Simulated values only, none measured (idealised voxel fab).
Title: Process Module voxel wiring stack
Square cells of 5 nm make up the cross-section cut, whose width is 225 nm.
How to read a cross-section here: the picture is a grid of square cells, written as bands going from the top down, and any band can span one or more rows of cells. Heads up on the band format: heights come first, top then bottom, in nm. After that it's the materials left to right, each with its width in nm. A single material flagged "all across" fills the whole band edge to edge, and "air" means there's empty space there. The reference from which all heights are counted is 0, the level beneath which the as-received wafer is entirely one material; the lowest band, having no lower bound, proceeds downward and is written after the example "0..down". So if you see something like "30->40" for the width, read it as the top row of the band sitting at the first number and the bottom row at the second, with every row in between moving by the same amount as the last. For the purposes of this document, the phrase "no modification" attached to a step denotes that no cell within the cross-section was modified by that step. Heads up: "Closed void table" only lists the empty pockets with no open path to the top that are 8 cells or more, and it writes them as width x height at distance, distance from the left edge, in nm. after a step's settings: what the simulator itself notes on the step. overlay nm: for a step with a mask, the amount by which the mask lay right of where it was planned; a negative amount means left of it. Each pair of cross-sections that follows straddles one process step: the one shows the state before the step, the other the state after it, down to the lowest band that changed and no further. The step in question, and its settings, are given under the pair. Note that a pair is not necessarily a continuation of the pair above it, since pairs can come from different runs of this module on the same starting wafer; it is a continuation only where its entry headed "Pre-process" says so.

PRE-PROCESS
    50..45: lowk 70 nm  air 15 nm  lowk 140 nm
    45..40: lowk 70 nm  Ru 15 nm  lowk 140 nm
    40..35: SiCN 70 nm  Ru 15 nm  SiCN 140 nm
    35..15: TiN all across
    15..10: SiN all across
    10..0: SiO2 all across
    0..down: Si all across
    Closed void table: none

SECTION AFTER PROCESSING
    50..40: lowk 70 nm  Ru 15 nm  lowk 140 nm
    Rest of section, below 40: as before.
    Closed void table: none
So what happens between those two cross-sections up there? EPI [material Ru] [thk nm 5]

Pre-process: check the pair just above; its after cross-section is our before state.

SECTION AFTER PROCESSING
    55..50: SiN all across
    Rest of section, below 50: as before.
    Closed void table: none
So what happens between those two cross-sections up there? CONFORMAL_DEP [material SiN] [thk nm 5]

Pre-process: check the pair just above; its after cross-section is our before state.

SECTION AFTER PROCESSING
    70..55: lowk all across
    Rest of section, below 55: as before.
    Closed void table: none
So what happens between those two cross-sections up there? DIRECTIONAL_DEP [material lowk] [thk nm 15]

Pre-process: check the pair just above; its after cross-section is our before state.

SECTION AFTER PROCESSING
    85..70: aC all across
    Rest of section, below 70: as before.
    Closed void table: none
So what happens between those two cross-sections up there? DIRECTIONAL_DEP [material aC] [thk nm 15]

Pre-process: check the pair just above; its after cross-section is our before state.

SECTION AFTER PROCESSING
    115..85: resist 70 nm  air 30 nm  resist 25 nm  air 30 nm  resist 70 nm
    Rest of section, below 85: as before.
    Closed void table: none
So what happens between those two cross-sections up there? PATTERN [tone open] [mask id METAL_2] [material resist] [width nm 30] [pitch nm 55] [thk nm 30] [overlay nm 0]

Pre-process: check the pair just above; its after cross-section is our before state.

SECTION AFTER PROCESSING
    100..85: resist 70 nm  air 30 nm  resist 25 nm  air 30 nm  resist 70 nm
    85..70: aC 70 nm  air 30 nm  aC 25 nm  air 30 nm  aC 70 nm
    Rest of section, below 70: as before.
    Closed void table: none
So what happens between those two cross-sections up there? DIRECTIONAL_ETCH [etch materials aC] [depth nm 15]

Pre-process: check the pair just above; its after cross-section is our before state.

SECTION AFTER PROCESSING
    85..70: aC 70 nm  air 30 nm  aC 25 nm  air 30 nm  aC 70 nm
    Rest of section, below 70: as before.
    Closed void table: none
So what happens between those two cross-sections up there? STRIP [etch materials resist]

Pre-process: check the pair just above; its after cross-section is our before state.

SECTION AFTER PROCESSING
    85..70: aC 70 nm  air 30 nm  aC 25 nm  air 30 nm  aC 70 nm
    70..55: lowk 70 nm  air 30 nm  lowk 25 nm  air 30 nm  lowk 70 nm
    Rest of section, below 55: as before.
    Closed void table: none
So what happens between those two cross-sections up there? DIRECTIONAL_ETCH [etch materials lowk] [depth nm 15]

Pre-process: check the pair just above; its after cross-section is our before state.

SECTION AFTER PROCESSING
    85..70: aC 70 nm  air 30 nm  aC 25 nm  air 30 nm  aC 70 nm
    70..55: lowk 70 nm  air 30 nm  lowk 25 nm  air 30 nm  lowk 70 nm
    55..50: SiN 70 nm  air 30 nm  SiN 25 nm  air 30 nm  SiN 70 nm
    Rest of section, below 50: as before.
    Closed void table: none
So what happens between those two cross-sections up there? DIRECTIONAL_ETCH [etch materials SiN] [depth nm 5]

Pre-process: check the pair just above; its after cross-section is our before state.

SECTION AFTER PROCESSING
    70..55: lowk 70 nm  air 30 nm  lowk 25 nm  air 30 nm  lowk 70 nm
    Rest of section, below 55: as before.
    Closed void table: none
So what happens between those two cross-sections up there? STRIP [etch materials aC]

Pre-process: check the pair just above; its after cross-section is our before state.

SECTION AFTER PROCESSING
    75..70: TiN 75 nm  air 20 nm  TiN 35 nm  air 20 nm  TiN 75 nm
    70..55: lowk 70 nm  TiN 5 nm  air 20 nm  TiN 5 nm  lowk 25 nm  TiN 5 nm  air 20 nm  TiN 5 nm  lowk 70 nm
    55..50: SiN 70 nm  TiN 30 nm  SiN 25 nm  TiN 30 nm  SiN 70 nm
    Rest of section, below 50: as before.
    Closed void table: none
So what happens between those two cross-sections up there? CONFORMAL_DEP [material TiN] [thk nm 5]

Pre-process: check the pair just above; its after cross-section is our before state.

SECTION AFTER PROCESSING
    85..75: Ru all across
    75..70: TiN 75 nm  Ru 20 nm  TiN 35 nm  Ru 20 nm  TiN 75 nm
    70..55: lowk 70 nm  TiN 5 nm  Ru 20 nm  TiN 5 nm  lowk 25 nm  TiN 5 nm  Ru 20 nm  TiN 5 nm  lowk 70 nm
    Rest of section, below 55: as before.
    Closed void table: none
So what happens between those two cross-sections up there? FILL_DEP [material Ru] [thk nm 10]

Pre-process: check the pair just above; its after cross-section is our before state.

SECTION AFTER PROCESSING
    70..55: lowk 70 nm  TiN 5 nm  Ru 20 nm  TiN 5 nm  lowk 25 nm  TiN 5 nm  Ru 20 nm  TiN 5 nm  lowk 70 nm
    Rest of section, below 55: as before.
    Closed void table: none
So what happens between those two cross-sections up there? CMP [height nm 70]

Pre-process: check the pair just above; its after cross-section is our before state.

SECTION AFTER PROCESSING
    75..70: SiCN all across
    Rest of section, below 70: as before.
    Closed void table: none
So what happens between those two cross-sections up there? CONFORMAL_DEP [material SiCN] [thk nm 5]

Pre-process: check the pair just above; its after cross-section is our before state.

SECTION AFTER PROCESSING
    105..75: SiO2 all across
    Rest of section, below 75: as before.
    Closed void table: none
So what happens between those two cross-sections up there? DIRECTIONAL_DEP [material SiO2] [thk nm 30]

Pre-process: check the pair just above; its after cross-section is our before state.

SECTION AFTER PROCESSING
    125..105: resist 70 nm  air 15 nm  resist 140 nm
    Rest of section, below 105: as before.
    Closed void table: none
So what happens between those two cross-sections up there? PATTERN [tone open] [mask id METAL_3_HOLES] [material resist] [width nm 15] [thk nm 20] [overlay nm 0]

Pre-process: check the pair just above; its after cross-section is our before state.

SECTION AFTER PROCESSING
    125..105: resist 70 nm  air 15 nm  resist 140 nm
    105..75: SiO2 70 nm  air 15 nm  SiO2 140 nm
    Rest of section, below 75: as before.
    Closed void table: none
So what happens between those two cross-sections up there? DIRECTIONAL_ETCH [etch materials SiO2] [depth nm 30]

Pre-process: check the pair just above; its after cross-section is our before state.

SECTION AFTER PROCESSING
    105..75: SiO2 70 nm  air 15 nm  SiO2 140 nm
    Rest of section, below 75: as before.
    Closed void table: none
So what happens between those two cross-sections up there? STRIP [etch materials resist]

Pre-process: check the pair just above; its after cross-section is our before state.

SECTION AFTER PROCESSING
    105..90: SiO2 70 nm  air 30 nm  SiO2 25 nm  air 30 nm  SiO2 70 nm
    Rest of section, below 90: as before.
    Closed void table: none
So what happens between those two cross-sections up there? MASKED_ETCH [tone open] [mask id METAL_3] [width nm 30] [pitch nm 55] [etch materials SiO2] [depth nm 15] [overlay nm 0]

Pre-process: check the pair just above; its after cross-section is our before state.

SECTION AFTER PROCESSING
    105..90: SiO2 70 nm  air 30 nm  SiO2 25 nm  air 30 nm  SiO2 70 nm
    90..75: SiO2 70 nm  air 15 nm  SiO2 140 nm
    75..70: SiCN 70 nm  air 15 nm  SiCN 140 nm
    Rest of section, below 70: as before.
    Closed void table: none
So what happens between those two cross-sections up there? MASKED_ETCH [tone open] [mask id METAL_3] [width nm 30] [pitch nm 55] [etch materials SiCN] [depth nm 5] [overlay nm 0]

Pre-process: check the pair just above; its after cross-section is our before state.

SECTION AFTER PROCESSING
    110..105: TiN 75 nm  air 20 nm  TiN 35 nm  air 20 nm  TiN 75 nm
    105..95: SiO2 70 nm  TiN 5 nm  air 20 nm  TiN 5 nm  SiO2 25 nm  TiN 5 nm  air 20 nm  TiN 5 nm  SiO2 70 nm
    95..90: SiO2 70 nm  TiN 5 nm  air 5 nm  TiN 20 nm  SiO2 25 nm  TiN 30 nm  SiO2 70 nm
    90..75: SiO2 70 nm  TiN 5 nm  air 5 nm  TiN 5 nm  SiO2 140 nm
    75..70: SiCN 70 nm  TiN 15 nm  SiCN 140 nm
    Rest of section, below 70: as before.
    Closed void table: none
So what happens between those two cross-sections up there? CONFORMAL_DEP [material TiN] [thk nm 5]

Pre-process: check the pair just above; its after cross-section is our before state.

SECTION AFTER PROCESSING
    120..110: Ru all across
    110..105: TiN 75 nm  Ru 20 nm  TiN 35 nm  Ru 20 nm  TiN 75 nm
    105..95: SiO2 70 nm  TiN 5 nm  Ru 20 nm  TiN 5 nm  SiO2 25 nm  TiN 5 nm  Ru 20 nm  TiN 5 nm  SiO2 70 nm
    95..90: SiO2 70 nm  TiN 5 nm  Ru 5 nm  TiN 20 nm  SiO2 25 nm  TiN 30 nm  SiO2 70 nm
    90..75: SiO2 70 nm  TiN 5 nm  Ru 5 nm  TiN 5 nm  SiO2 140 nm
    Rest of section, below 75: as before.
    Closed void table: none
So what happens between those two cross-sections up there? FILL_DEP [material Ru] [thk nm 10]

Pre-process: check the pair just above; its after cross-section is our before state.

SECTION AFTER PROCESSING
    105..95: SiO2 70 nm  TiN 5 nm  Ru 20 nm  TiN 5 nm  SiO2 25 nm  TiN 5 nm  Ru 20 nm  TiN 5 nm  SiO2 70 nm
    Rest of section, below 95: as before.
    Closed void table: none
So what happens between those two cross-sections up there? CMP [height nm 105]

Pre-process: check the pair just above; its after cross-section is our before state.

SECTION AFTER PROCESSING
    110..105: SiCN all across
    Rest of section, below 105: as before.
    Closed void table: none
So what happens between those two cross-sections up there? CONFORMAL_DEP [material SiCN] [thk nm 5]

PRE-PROCESS
    45..35: aC all across
    35..15: SiO2 all across
    15..10: SiN all across
    10..0: SiO2 all across
    0..down: Si all across
    Closed void table: none

SECTION AFTER PROCESSING
    70..45: air 70 nm  resist 30 nm  air 25 nm  resist 30 nm  air 70 nm
    Rest of section, below 45: as before.
    Closed void table: none
So what happens between those two cross-sections up there? PATTERN [tone cover] [mask id METAL_1] [material resist] [width nm 30] [pitch nm 55] [thk nm 25] [overlay nm 0]

Pre-process: check the pair just above; its after cross-section is our before state.

SECTION AFTER PROCESSING
    60..45: air 70 nm  resist 30 nm  air 25 nm  resist 30 nm  air 70 nm
    45..35: air 70 nm  aC 30 nm  air 25 nm  aC 30 nm  air 70 nm
    Rest of section, below 35: as before.
    Closed void table: none
So what happens between those two cross-sections up there? DIRECTIONAL_ETCH [etch materials aC] [depth nm 10]

Pre-process: check the pair just above; its after cross-section is our before state.

SECTION AFTER PROCESSING
    45..35: air 70 nm  aC 30 nm  air 25 nm  aC 30 nm  air 70 nm
    Rest of section, below 35: as before.
    Closed void table: none
So what happens between those two cross-sections up there? STRIP [etch materials resist]

Pre-process: check the pair just above; its after cross-section is our before state.

SECTION AFTER PROCESSING
    45..35: air 70 nm  aC 30 nm  air 25 nm  aC 30 nm  air 70 nm
    35..15: air 70 nm  SiO2 30 nm  air 25 nm  SiO2 30 nm  air 70 nm
    Rest of section, below 15: as before.
    Closed void table: none
So what happens between those two cross-sections up there? DIRECTIONAL_ETCH [etch materials SiO2] [depth nm 20]

Pre-process: check the pair just above; its after cross-section is our before state.

SECTION AFTER PROCESSING
    45..35: air 70 nm  aC 30 nm  air 25 nm  aC 30 nm  air 70 nm
    35..15: air 70 nm  SiO2 30 nm  air 25 nm  SiO2 30 nm  air 70 nm
    15..10: air 70 nm  SiN 30 nm  air 25 nm  SiN 30 nm  air 70 nm
    Rest of section, below 10: as before.
    Closed void table: none
So what happens between those two cross-sections up there? DIRECTIONAL_ETCH [etch materials SiN] [depth nm 5]

Pre-process: check the pair just above; its after cross-section is our before state.

SECTION AFTER PROCESSING
    35..15: air 70 nm  SiO2 30 nm  air 25 nm  SiO2 30 nm  air 70 nm
    Rest of section, below 15: as before.
    Closed void table: none
So what happens between those two cross-sections up there? STRIP [etch materials aC]

Pre-process: check the pair just above; its after cross-section is our before state.

SECTION AFTER PROCESSING
    40..35: air 65 nm  TiN 40 nm  air 15 nm  TiN 40 nm  air 65 nm
    35..15: air 65 nm  TiN 5 nm  SiO2 30 nm  TiN 5 nm  air 15 nm  TiN 5 nm  SiO2 30 nm  TiN 5 nm  air 65 nm
    15..10: TiN 70 nm  SiN 30 nm  TiN 25 nm  SiN 30 nm  TiN 70 nm
    Rest of section, below 10: as before.
    Closed void table: none
So what happens between those two cross-sections up there? CONFORMAL_DEP [material TiN] [thk nm 5]

Pre-process: check the pair just above; its after cross-section is our before state.

SECTION AFTER PROCESSING
    45..40: Cu all across
    40..35: Cu 65 nm  TiN 40 nm  Cu 15 nm  TiN 40 nm  Cu 65 nm
    35..15: Cu 65 nm  TiN 5 nm  SiO2 30 nm  TiN 5 nm  Cu 15 nm  TiN 5 nm  SiO2 30 nm  TiN 5 nm  Cu 65 nm
    Rest of section, below 15: as before.
    Closed void table: none
So what happens between those two cross-sections up there? FILL_DEP [material Cu] [thk nm 5]

Pre-process: check the pair just above; its after cross-section is our before state.

SECTION AFTER PROCESSING
    35..15: Cu 65 nm  TiN 5 nm  SiO2 30 nm  TiN 5 nm  Cu 15 nm  TiN 5 nm  SiO2 30 nm  TiN 5 nm  Cu 65 nm
    Rest of section, below 15: as before.
    Closed void table: none
So what happens between those two cross-sections up there? CMP [height nm 35]

Pre-process: check the pair just above; its after cross-section is our before state.

SECTION AFTER PROCESSING
    40..35: SiCN all across
    Rest of section, below 35: as before.
    Closed void table: none
So what happens between those two cross-sections up there? CONFORMAL_DEP [material SiCN] [thk nm 5]

Pre-process: check the pair just above; its after cross-section is our before state.

SECTION AFTER PROCESSING
    50..40: lowk all across
    Rest of section, below 40: as before.
    Closed void table: none
So what happens between those two cross-sections up there? DIRECTIONAL_DEP [material lowk] [thk nm 10]

Pre-process: check the pair just above; its after cross-section is our before state.

SECTION AFTER PROCESSING
    60..50: aC all across
    Rest of section, below 50: as before.
    Closed void table: none
So what happens between those two cross-sections up there? DIRECTIONAL_DEP [material aC] [thk nm 10]

Pre-process: check the pair just above; its after cross-section is our before state.

SECTION AFTER PROCESSING
    90..60: resist 70 nm  air 15 nm  resist 140 nm
    Rest of section, below 60: as before.
    Closed void table: none
So what happens between those two cross-sections up there? PATTERN [tone open] [mask id PLUG_1] [material resist] [width nm 15] [thk nm 30] [overlay nm 0]

Pre-process: check the pair just above; its after cross-section is our before state.

SECTION AFTER PROCESSING
    80..60: resist 70 nm  air 15 nm  resist 140 nm
    60..50: aC 70 nm  air 15 nm  aC 140 nm
    Rest of section, below 50: as before.
    Closed void table: none
So what happens between those two cross-sections up there? DIRECTIONAL_ETCH [etch materials aC] [depth nm 10]

Pre-process: check the pair just above; its after cross-section is our before state.

SECTION AFTER PROCESSING
    60..50: aC 70 nm  air 15 nm  aC 140 nm
    Rest of section, below 50: as before.
    Closed void table: none
So what happens between those two cross-sections up there? STRIP [etch materials resist]

Pre-process: check the pair just above; its after cross-section is our before state.

SECTION AFTER PROCESSING
    60..50: aC 70 nm  air 15 nm  aC 140 nm
    50..40: lowk 70 nm  air 15 nm  lowk 140 nm
    Rest of section, below 40: as before.
    Closed void table: none
So what happens between those two cross-sections up there? DIRECTIONAL_ETCH [etch materials lowk] [depth nm 10]

Pre-process: check the pair just above; its after cross-section is our before state.

SECTION AFTER PROCESSING
    60..50: aC 70 nm  air 15 nm  aC 140 nm
    50..40: lowk 70 nm  air 15 nm  lowk 140 nm
    40..35: SiCN 70 nm  air 15 nm  SiCN 140 nm
    Rest of section, below 35: as before.
    Closed void table: none
So what happens between those two cross-sections up there? DIRECTIONAL_ETCH [etch materials SiCN] [depth nm 5]

Pre-process: check the pair just above; its after cross-section is our before state.

SECTION AFTER PROCESSING
    50..40: lowk 70 nm  air 15 nm  lowk 140 nm
    Rest of section, below 40: as before.
    Closed void table: none
So what happens between those two cross-sections up there? STRIP [etch materials aC]

Pre-process: check the pair just above; its after cross-section is our before state.

SECTION AFTER PROCESSING
    55..50: SiN 75 nm  air 5 nm  SiN 145 nm
    50..40: lowk 70 nm  SiN 5 nm  air 5 nm  SiN 5 nm  lowk 140 nm
    40..35: SiCN 70 nm  SiN 15 nm  SiCN 140 nm
    Rest of section, below 35: as before.
    Closed void table: none
So what happens between those two cross-sections up there? CONFORMAL_DEP [material SiN] [thk nm 5]

Pre-process: check the pair just above; its after cross-section is our before state.

SECTION AFTER PROCESSING
    70..55: lowk 75 nm  air 5 nm  lowk 145 nm
    55..50: SiN 75 nm  lowk 5 nm  SiN 145 nm
    50..40: lowk 70 nm  SiN 5 nm  lowk 5 nm  SiN 5 nm  lowk 140 nm
    Rest of section, below 40: as before.
    Closed void table: none
So what happens between those two cross-sections up there? DIRECTIONAL_DEP [material lowk] [thk nm 15]

Pre-process: check the pair just above; its after cross-section is our before state.

SECTION AFTER PROCESSING
    85..70: aC 75 nm  air 5 nm  aC 145 nm
    70..55: lowk 75 nm  aC 5 nm  lowk 145 nm
    Rest of section, below 55: as before.
    Closed void table: none
So what happens between those two cross-sections up there? DIRECTIONAL_DEP [material aC] [thk nm 15]

Pre-process: check the pair just above; its after cross-section is our before state.

SECTION AFTER PROCESSING
    115..85: resist 70 nm  air 30 nm  resist 25 nm  air 30 nm  resist 70 nm
    Rest of section, below 85: as before.
    Closed void table: none
So what happens between those two cross-sections up there? PATTERN [tone open] [mask id METAL_2] [material resist] [width nm 30] [pitch nm 55] [thk nm 30] [overlay nm 0]

Pre-process: check the pair just above; its after cross-section is our before state.

SECTION AFTER PROCESSING
    100..85: resist 70 nm  air 30 nm  resist 25 nm  air 30 nm  resist 70 nm
    85..70: aC 70 nm  air 30 nm  aC 25 nm  air 30 nm  aC 70 nm
    70..55: lowk 75 nm  air 5 nm  lowk 145 nm
    Rest of section, below 55: as before.
    Closed void table: none
So what happens between those two cross-sections up there? DIRECTIONAL_ETCH [etch materials aC] [depth nm 15]

Pre-process: check the pair just above; its after cross-section is our before state.

SECTION AFTER PROCESSING
    85..70: aC 70 nm  air 30 nm  aC 25 nm  air 30 nm  aC 70 nm
    Rest of section, below 70: as before.
    Closed void table: none
So what happens between those two cross-sections up there? STRIP [etch materials resist]

Pre-process: check the pair just above; its after cross-section is our before state.

SECTION AFTER PROCESSING
    85..70: aC 70 nm  air 30 nm  aC 25 nm  air 30 nm  aC 70 nm
    70..55: lowk 70 nm  air 30 nm  lowk 25 nm  air 30 nm  lowk 70 nm
    55..50: SiN 75 nm  air 5 nm  SiN 145 nm
    50..40: lowk 70 nm  SiN 5 nm  air 5 nm  SiN 5 nm  lowk 140 nm
    Rest of section, below 40: as before.
    Closed void table: none
So what happens between those two cross-sections up there? DIRECTIONAL_ETCH [etch materials lowk] [depth nm 15]

Pre-process: check the pair just above; its after cross-section is our before state.

SECTION AFTER PROCESSING
    85..70: aC 70 nm  air 30 nm  aC 25 nm  air 30 nm  aC 70 nm
    70..55: lowk 70 nm  air 30 nm  lowk 25 nm  air 30 nm  lowk 70 nm
    55..50: SiN 70 nm  air 30 nm  SiN 25 nm  air 30 nm  SiN 70 nm
    50..40: lowk 70 nm  SiN 5 nm  air 5 nm  SiN 5 nm  lowk 140 nm
    40..35: SiCN 70 nm  SiN 5 nm  air 5 nm  SiN 5 nm  SiCN 140 nm
    Rest of section, below 35: as before.
    Closed void table: none
So what happens between those two cross-sections up there? DIRECTIONAL_ETCH [etch materials SiN] [depth nm 5]

Pre-process: check the pair just above; its after cross-section is our before state.

SECTION AFTER PROCESSING
    70..55: lowk 70 nm  air 30 nm  lowk 25 nm  air 30 nm  lowk 70 nm
    Rest of section, below 55: as before.
    Closed void table: none
So what happens between those two cross-sections up there? STRIP [etch materials aC]

Pre-process: check the pair just above; its after cross-section is our before state.

SECTION AFTER PROCESSING
    75..70: TiN 75 nm  air 20 nm  TiN 35 nm  air 20 nm  TiN 75 nm
    70..55: lowk 70 nm  TiN 5 nm  air 20 nm  TiN 5 nm  lowk 25 nm  TiN 5 nm  air 20 nm  TiN 5 nm  lowk 70 nm
    55..50: SiN 70 nm  TiN 30 nm  SiN 25 nm  TiN 30 nm  SiN 70 nm
    50..40: lowk 70 nm  SiN 5 nm  TiN 5 nm  SiN 5 nm  lowk 140 nm
    40..35: SiCN 70 nm  SiN 5 nm  TiN 5 nm  SiN 5 nm  SiCN 140 nm
    Rest of section, below 35: as before.
    Closed void table: none
So what happens between those two cross-sections up there? CONFORMAL_DEP [material TiN] [thk nm 5]

Pre-process: check the pair just above; its after cross-section is our before state.

SECTION AFTER PROCESSING
    85..75: Ru all across
    75..70: TiN 75 nm  Ru 20 nm  TiN 35 nm  Ru 20 nm  TiN 75 nm
    70..55: lowk 70 nm  TiN 5 nm  Ru 20 nm  TiN 5 nm  lowk 25 nm  TiN 5 nm  Ru 20 nm  TiN 5 nm  lowk 70 nm
    Rest of section, below 55: as before.
    Closed void table: none
So what happens between those two cross-sections up there? FILL_DEP [material Ru] [thk nm 10]

Pre-process: check the pair just above; its after cross-section is our before state.

SECTION AFTER PROCESSING
    70..55: lowk 70 nm  TiN 5 nm  Ru 20 nm  TiN 5 nm  lowk 25 nm  TiN 5 nm  Ru 20 nm  TiN 5 nm  lowk 70 nm
    Rest of section, below 55: as before.
    Closed void table: none
So what happens between those two cross-sections up there? CMP [height nm 70]

Pre-process: check the pair just above; its after cross-section is our before state.

SECTION AFTER PROCESSING
    75..70: SiCN all across
    Rest of section, below 70: as before.
    Closed void table: none
So what happens between those two cross-sections up there? CONFORMAL_DEP [material SiCN] [thk nm 5]

Pre-process: check the pair just above; its after cross-section is our before state.

SECTION AFTER PROCESSING
    105..75: SiO2 all across
    Rest of section, below 75: as before.
    Closed void table: none
So what happens between those two cross-sections up there? DIRECTIONAL_DEP [material SiO2] [thk nm 30]

Pre-process: check the pair just above; its after cross-section is our before state.

SECTION AFTER PROCESSING
    125..105: resist 70 nm  air 15 nm  resist 140 nm
    Rest of section, below 105: as before.
    Closed void table: none
So what happens between those two cross-sections up there? PATTERN [tone open] [mask id METAL_3_HOLES] [material resist] [width nm 15] [thk nm 20] [overlay nm 0]

Pre-process: check the pair just above; its after cross-section is our before state.

SECTION AFTER PROCESSING
    125..105: resist 70 nm  air 15 nm  resist 140 nm
    105..75: SiO2 70 nm  air 15 nm  SiO2 140 nm
    Rest of section, below 75: as before.
    Closed void table: none
So what happens between those two cross-sections up there? DIRECTIONAL_ETCH [etch materials SiO2] [depth nm 30]

Pre-process: check the pair just above; its after cross-section is our before state.

SECTION AFTER PROCESSING
    105..75: SiO2 70 nm  air 15 nm  SiO2 140 nm
    Rest of section, below 75: as before.
    Closed void table: none
So what happens between those two cross-sections up there? STRIP [etch materials resist]

Pre-process: check the pair just above; its after cross-section is our before state.

SECTION AFTER PROCESSING
    105..90: SiO2 70 nm  air 30 nm  SiO2 25 nm  air 30 nm  SiO2 70 nm
    Rest of section, below 90: as before.
    Closed void table: none
So what happens between those two cross-sections up there? MASKED_ETCH [tone open] [mask id METAL_3] [width nm 30] [pitch nm 55] [etch materials SiO2] [depth nm 15] [overlay nm 0]

Pre-process: check the pair just above; its after cross-section is our before state.

SECTION AFTER PROCESSING
    105..90: SiO2 70 nm  air 30 nm  SiO2 25 nm  air 30 nm  SiO2 70 nm
    90..75: SiO2 70 nm  air 15 nm  SiO2 140 nm
    75..70: SiCN 70 nm  air 15 nm  SiCN 140 nm
    Rest of section, below 70: as before.
    Closed void table: none
So what happens between those two cross-sections up there? MASKED_ETCH [tone open] [mask id METAL_3] [width nm 30] [pitch nm 55] [etch materials SiCN] [depth nm 5] [overlay nm 0]

Pre-process: check the pair just above; its after cross-section is our before state.

SECTION AFTER PROCESSING
    110..105: TiN 75 nm  air 20 nm  TiN 35 nm  air 20 nm  TiN 75 nm
    105..95: SiO2 70 nm  TiN 5 nm  air 20 nm  TiN 5 nm  SiO2 25 nm  TiN 5 nm  air 20 nm  TiN 5 nm  SiO2 70 nm
    95..90: SiO2 70 nm  TiN 5 nm  air 5 nm  TiN 20 nm  SiO2 25 nm  TiN 30 nm  SiO2 70 nm
    90..75: SiO2 70 nm  TiN 5 nm  air 5 nm  TiN 5 nm  SiO2 140 nm
    75..70: SiCN 70 nm  TiN 15 nm  SiCN 140 nm
    Rest of section, below 70: as before.
    Closed void table: none
So what happens between those two cross-sections up there? CONFORMAL_DEP [material TiN] [thk nm 5]

Pre-process: check the pair just above; its after cross-section is our before state.

SECTION AFTER PROCESSING
    120..110: Ru all across
    110..105: TiN 75 nm  Ru 20 nm  TiN 35 nm  Ru 20 nm  TiN 75 nm
    105..95: SiO2 70 nm  TiN 5 nm  Ru 20 nm  TiN 5 nm  SiO2 25 nm  TiN 5 nm  Ru 20 nm  TiN 5 nm  SiO2 70 nm
    95..90: SiO2 70 nm  TiN 5 nm  Ru 5 nm  TiN 20 nm  SiO2 25 nm  TiN 30 nm  SiO2 70 nm
    90..75: SiO2 70 nm  TiN 5 nm  Ru 5 nm  TiN 5 nm  SiO2 140 nm
    Rest of section, below 75: as before.
    Closed void table: none
So what happens between those two cross-sections up there? FILL_DEP [material Ru] [thk nm 10]

Pre-process: check the pair just above; its after cross-section is our before state.

SECTION AFTER PROCESSING
    105..95: SiO2 70 nm  TiN 5 nm  Ru 20 nm  TiN 5 nm  SiO2 25 nm  TiN 5 nm  Ru 20 nm  TiN 5 nm  SiO2 70 nm
    Rest of section, below 95: as before.
    Closed void table: none
So what happens between those two cross-sections up there? CMP [height nm 105]

Pre-process: check the pair just above; its after cross-section is our before state.

SECTION AFTER PROCESSING
    110..105: SiCN all across
    Rest of section, below 105: as before.
    Closed void table: none
So what happens between those two cross-sections up there? CONFORMAL_DEP [material SiCN] [thk nm 5]
